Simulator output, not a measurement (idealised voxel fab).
process module | voxel capacitor over wiring
cross-section cut | 175 nm wide | cells 5 nm
A cross-section is a grid of square cells, given in bands from the top down. A band is one or more rows of cells.
Each band's line starts with the height of the band's top and of its bottom, in nm. Then come its materials from left to right, each with its width in nm. One material with "throughout" fills the band from edge to edge. "air" is empty space.
Height 0 is the level under which the wafer as received is all one material. The lowest band goes on downwards, as in "0 down".
A width such as "30 to 40" changes by the same amount from each row of cells to the next, from the band's top row to its bottom row.
"no change" after a step means that no cell of the cross-section changed.
closed voids: empty space of 8 cells or more with no open way to the top, each as width x height at its distance from the left edge, in nm
after a step's settings: what the simulator itself notes on the step
overlay nm, on a step with a mask: how far to the right of its planned place the mask lay; to the left if negative
plan
1 op RECEIVE | material Si
2 op CONFORMAL_DEP | material SiO2 | thk nm 15
3 op DIRECTIONAL_DEP | material TiN | thk nm 5
4 op DIRECTIONAL_DEP | material Ru | thk nm 20
5 op DIRECTIONAL_DEP | material aC | thk nm 15
6 op PATTERN | tone cover | mask id METAL_1 | material resist | width nm 30 | pitch nm 80 | thk nm 35 | overlay nm 0
7 op DIRECTIONAL_ETCH | etch materials aC | depth nm 15
8 op STRIP | etch materials resist
9 op DIRECTIONAL_ETCH | etch materials Ru | depth nm 20
10 op DIRECTIONAL_ETCH | etch materials TiN | depth nm 5
11 op STRIP | etch materials aC
12 op FILL_DEP | material lowk | thk nm 5
13 op CMP | height nm 40
14 op CONFORMAL_DEP | material SiCN | thk nm 5
15 op DIRECTIONAL_DEP | material lowk | thk nm 20
16 op DIRECTIONAL_DEP | material aC | thk nm 10
17 op PATTERN | tone open | mask id PLUG_1 | material resist | width nm 15 | thk nm 25 | overlay nm 0
18 op DIRECTIONAL_ETCH | etch materials aC | depth nm 10
19 op STRIP | etch materials resist
20 op DIRECTIONAL_ETCH | etch materials lowk | depth nm 20
21 op DIRECTIONAL_ETCH | etch materials SiCN | depth nm 5
22 op STRIP | etch materials aC
23 op CONFORMAL_DEP | material TiN | thk nm 5
24 op FILL_DEP | material Ru | thk nm 5
25 op CMP | height nm 65
26 op DIRECTIONAL_DEP | material TiN | thk nm 10
27 op DIRECTIONAL_DEP | material SiN | thk nm 5
28 op DIRECTIONAL_DEP | material TiN | thk nm 10
29 op DIRECTIONAL_DEP | material aC | thk nm 15
30 op PATTERN | tone cover | mask id UPPER_PLATE | material resist | width nm 55 | thk nm 30 | overlay nm 0
31 op DIRECTIONAL_ETCH | etch materials aC | depth nm 15
32 op STRIP | etch materials resist
33 op DIRECTIONAL_ETCH | etch materials TiN | depth nm 10
34 op DIRECTIONAL_ETCH | etch materials SiN | depth nm 5
35 op STRIP | etch materials aC
36 op DIRECTIONAL_DEP | material aC | thk nm 10
37 op PATTERN | tone cover | mask id LOWER_PLATE | material resist | width nm 55 | thk nm 30 | overlay nm 0
38 op DIRECTIONAL_ETCH | etch materials aC | depth nm 10
39 op STRIP | etch materials resist
40 op DIRECTIONAL_ETCH | etch materials TiN | depth nm 10
41 op STRIP | etch materials aC
42 op FILL_DEP | material SiO2 | thk nm 20
43 op CMP | height nm 105
44 op MASKED_ETCH | tone open | mask id PLUG_2 | width nm 15 | etch materials SiO2 | depth nm 15 | overlay nm 0
45 op CONFORMAL_DEP | material TiN | thk nm 5
46 op FILL_DEP | material Ru | thk nm 5
47 op CMP | height nm 105
48 op CONFORMAL_DEP | material SiCN | thk nm 5
varied across the wafers: width nm of step 37. The plan shows the first wafer's value. All wafers start alike
first wafer as received, after step 1
  0 down: Si throughout
  closed voids: none
each wafer at the end: cells of each material gained (+) or lost (-) since it was received, then its closed voids
width nm 55 | +54 Ru | +67 SiCN | +11 SiN | +321 SiO2 | +74 TiN | +243 lowk | closed voids: none
width nm 60 | +54 Ru | +67 SiCN | +11 SiN | +319 SiO2 | +76 TiN | +243 lowk | closed voids: none
width nm 65 | +54 Ru | +67 SiCN | +11 SiN | +317 SiO2 | +78 TiN | +243 lowk | closed voids: none
width nm 70 | +54 Ru | +67 SiCN | +11 SiN | +315 SiO2 | +80 TiN | +243 lowk | closed voids: none
width nm 75 | +54 Ru | +67 SiCN | +11 SiN | +313 SiO2 | +82 TiN | +243 lowk | closed voids: none
width nm 80 | +54 Ru | +67 SiCN | +11 SiN | +311 SiO2 | +84 TiN | +243 lowk | closed voids: none
